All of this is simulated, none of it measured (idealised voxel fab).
Process module under the name voxel fin reveal
Displayed cross-section: cut, width of 290 nm, square cells sized 5 nm.
Cross-section format: a grid of square cells, given as bands from top to bottom; each band is one or more rows of cells.
Band: top and bottom heights (nm) first, top before bottom; then materials from left to right, widths in nm. "edge to edge" marks a sole material filling the band edge to edge. "air" denotes empty space.
Heights are reckoned from 0. Under this level, the received wafer is all of one material. The bottommost band is open-ended downward, for example "0 -> down".
Width: "30..40" (first number = top row, second number = bottom row, same change from row to row of cells).
Take "changes: none" at face value: in the step it is given for, the cross-section changed in none of its cells.
Reported under the label "Completely sealed voids" are the empty spaces having no open way to the top and comprising 8 cells or more; the notation for each is width x height at distance, in which the distance is measured from the left edge and all three values are in nm.
Note: text after step settings on the step line = simulator remark on that step.
overlay nm: step with mask; distance mask lay right of planned place; negative value = left of planned place.
-- Planned step list for the process
1. op RECEIVE | material Si
2. op CONFORMAL_DEP | material SiN | thk nm 5
3. op DIRECTIONAL_DEP | material aC | thk nm 15
4. op PATTERN | tone cover | mask id FINS | material resist | width nm 15 | pitch nm 35 | thk nm 30 | overlay nm 0
5. op DIRECTIONAL_ETCH | etch materials aC | depth nm 15
6. op STRIP | etch materials resist
7. op DIRECTIONAL_ETCH | etch materials SiN | depth nm 5
8. op DIRECTIONAL_ETCH | etch materials Si | depth nm 35
9. op STRIP | etch materials aC
10. op OXIDIZE | depth nm 5
11. op FILL_DEP | material SiO2 | thk nm 15
12. op CMP | height nm 5
13. op SELECTIVE_ETCH | etch materials SiO2 | depth nm 25
14. op STRIP | etch materials SiN
15. op CONFORMAL_DEP | material SiO2 | thk nm 5
-- First of two wafers, processed according to plan
-- Received-state cross-section, reflecting completion of step 1
* 0 -> down  Si edge to edge
* Completely sealed voids: none
-- Wafer section view after processing step 2
* 5 -> 0  SiN edge to edge
* Below a height of 0, the structure has not been altered.
-- Wafer section view after processing step 3
* 20 -> 5  aC edge to edge
* Below a height of 5, the structure has not been altered.
-- Wafer section view after processing step 4
* 50 -> 20  air 85 nm, resist 15 nm, air 20 nm, resist 15 nm, air 20 nm, resist 15 nm, air 20 nm, resist 15 nm, air 85 nm
* Below a height of 20, the structure has not been altered.
-- Wafer section view after processing step 5
* 35 -> 20  air 85 nm, resist 15 nm, air 20 nm, resist 15 nm, air 20 nm, resist 15 nm, air 20 nm, resist 15 nm, air 85 nm
* 20 -> 5  air 85 nm, aC 15 nm, air 20 nm, aC 15 nm, air 20 nm, aC 15 nm, air 20 nm, aC 15 nm, air 85 nm
* Below a height of 5, the structure has not been altered.
-- Wafer section view after processing step 6
* 20 -> 5  air 85 nm, aC 15 nm, air 20 nm, aC 15 nm, air 20 nm, aC 15 nm, air 20 nm, aC 15 nm, air 85 nm
* Below a height of 5, the structure has not been altered.
-- Wafer section view after processing step 7
* 20 -> 5  air 85 nm, aC 15 nm, air 20 nm, aC 15 nm, air 20 nm, aC 15 nm, air 20 nm, aC 15 nm, air 85 nm
* 5 -> 0  air 85 nm, SiN 15 nm, air 20 nm, SiN 15 nm, air 20 nm, SiN 15 nm, air 20 nm, SiN 15 nm, air 85 nm
* Below a height of 0, the structure has not been altered.
-- Wafer section view after processing step 8
* 20 -> 5  air 85 nm, aC 15 nm, air 20 nm, aC 15 nm, air 20 nm, aC 15 nm, air 20 nm, aC 15 nm, air 85 nm
* 5 -> 0  air 85 nm, SiN 15 nm, air 20 nm, SiN 15 nm, air 20 nm, SiN 15 nm, air 20 nm, SiN 15 nm, air 85 nm
* 0 -> -35  air 85 nm, Si 15 nm, air 20 nm, Si 15 nm, air 20 nm, Si 15 nm, air 20 nm, Si 15 nm, air 85 nm
* Below a height of -35, the structure has not been altered.
-- Wafer section view after processing step 9
* 5 -> 0  air 85 nm, SiN 15 nm, air 20 nm, SiN 15 nm, air 20 nm, SiN 15 nm, air 20 nm, SiN 15 nm, air 85 nm
* Below a height of 0, the structure has not been altered.
-- Wafer section view after processing step 10
* 5 -> 0  air 85 nm, SiN 15 nm, air 20 nm, SiN 15 nm, air 20 nm, SiN 15 nm, air 20 nm, SiN 15 nm, air 85 nm
* 0 -> -35  air 85 nm, SiO2 5 nm, Si 5 nm, SiO2 5 nm, air 20 nm, SiO2 5 nm, Si 5 nm, SiO2 5 nm, air 20 nm, SiO2 5 nm, Si 5 nm, SiO2 5 nm, air 20 nm, SiO2 5 nm, Si 5 nm, SiO2 5 nm, air 85 nm
* -35 -> -40  SiO2 90 nm, Si 5 nm, SiO2 30 nm, Si 5 nm, SiO2 30 nm, Si 5 nm, SiO2 30 nm, Si 5 nm, SiO2 90 nm
* Below a height of -40, the structure has not been altered.
-- Wafer section view after processing step 11
* 20 -> 5  SiO2 edge to edge
* 5 -> 0  SiO2 85 nm, SiN 15 nm, SiO2 20 nm, SiN 15 nm, SiO2 20 nm, SiN 15 nm, SiO2 20 nm, SiN 15 nm, SiO2 85 nm
* 0 -> -40  SiO2 90 nm, Si 5 nm, SiO2 30 nm, Si 5 nm, SiO2 30 nm, Si 5 nm, SiO2 30 nm, Si 5 nm, SiO2 90 nm
* Below a height of -40, the structure has not been altered.
-- Wafer section view after processing step 12
* 5 -> 0  SiO2 85 nm, SiN 15 nm, SiO2 20 nm, SiN 15 nm, SiO2 20 nm, SiN 15 nm, SiO2 20 nm, SiN 15 nm, SiO2 85 nm
* Below a height of 0, the structure has not been altered.
-- Wafer section view after processing step 13
* 5 -> 0  air 85 nm, SiN 15 nm, air 20 nm, SiN 15 nm, air 20 nm, SiN 15 nm, air 20 nm, SiN 15 nm, air 85 nm
* 0 -> -20  air 90 nm, Si 5 nm, air 30 nm, Si 5 nm, air 30 nm, Si 5 nm, air 30 nm, Si 5 nm, air 90 nm
* Below a height of -20, the structure has not been altered.
-- Wafer section view after processing step 14
* 0 -> -20  air 90 nm, Si 5 nm, air 30 nm, Si 5 nm, air 30 nm, Si 5 nm, air 30 nm, Si 5 nm, air 90 nm
* Below a height of -20, the structure has not been altered.
-- Wafer section view after processing step 15
* 5 -> 0  air 85 nm, SiO2 15 nm, air 20 nm, SiO2 15 nm, air 20 nm, SiO2 15 nm, air 20 nm, SiO2 15 nm, air 85 nm
* 0 -> -15  air 85 nm, SiO2 5 nm, Si 5 nm, SiO2 5 nm, air 20 nm, SiO2 5 nm, Si 5 nm, SiO2 5 nm, air 20 nm, SiO2 5 nm, Si 5 nm, SiO2 5 nm, air 20 nm, SiO2 5 nm, Si 5 nm, SiO2 5 nm, air 85 nm
* -15 -> -40  SiO2 90 nm, Si 5 nm, SiO2 30 nm, Si 5 nm, SiO2 30 nm, Si 5 nm, SiO2 30 nm, Si 5 nm, SiO2 90 nm
* Below a height of -40, the structure has not been altered.
-- Wafer two of the pair: same origin, same plan, one error during the run; identical to wafer one up to and including step 11
Second wafer, sectioned view, at step 12's planned end time: changes: none
-- Second wafer, sectioned view, at step 13's planned end time
* 5 -> 0  air 85 nm, SiN 15 nm, air 20 nm, SiN 15 nm, air 20 nm, SiN 15 nm, air 20 nm, SiN 15 nm, air 85 nm
* 0 -> -5  air 90 nm, Si 5 nm, air 30 nm, Si 5 nm, air 30 nm, Si 5 nm, air 30 nm, Si 5 nm, air 90 nm
* Below a height of -5, the structure has not been altered.
-- Second wafer, sectioned view, at step 14's planned end time
* 0 -> -5  air 90 nm, Si 5 nm, air 30 nm, Si 5 nm, air 30 nm, Si 5 nm, air 30 nm, Si 5 nm, air 90 nm
* Below a height of -5, the structure has not been altered.
-- Second wafer, sectioned view, at step 15's planned end time
* 5 -> 0  air 85 nm, SiO2 15 nm, air 20 nm, SiO2 15 nm, air 20 nm, SiO2 15 nm, air 20 nm, SiO2 15 nm, air 85 nm
* 0 -> -40  SiO2 90 nm, Si 5 nm, SiO2 30 nm, Si 5 nm, SiO2 30 nm, Si 5 nm, SiO2 30 nm, Si 5 nm, SiO2 90 nm
* Below a height of -40, the structure has not been altered.
What went wrong in running the wafer? step 12 of the plan never got run, it was skipped over
Wafer comparison, final, in cells, second relative to first, materials more or fewer: +138 SiO2
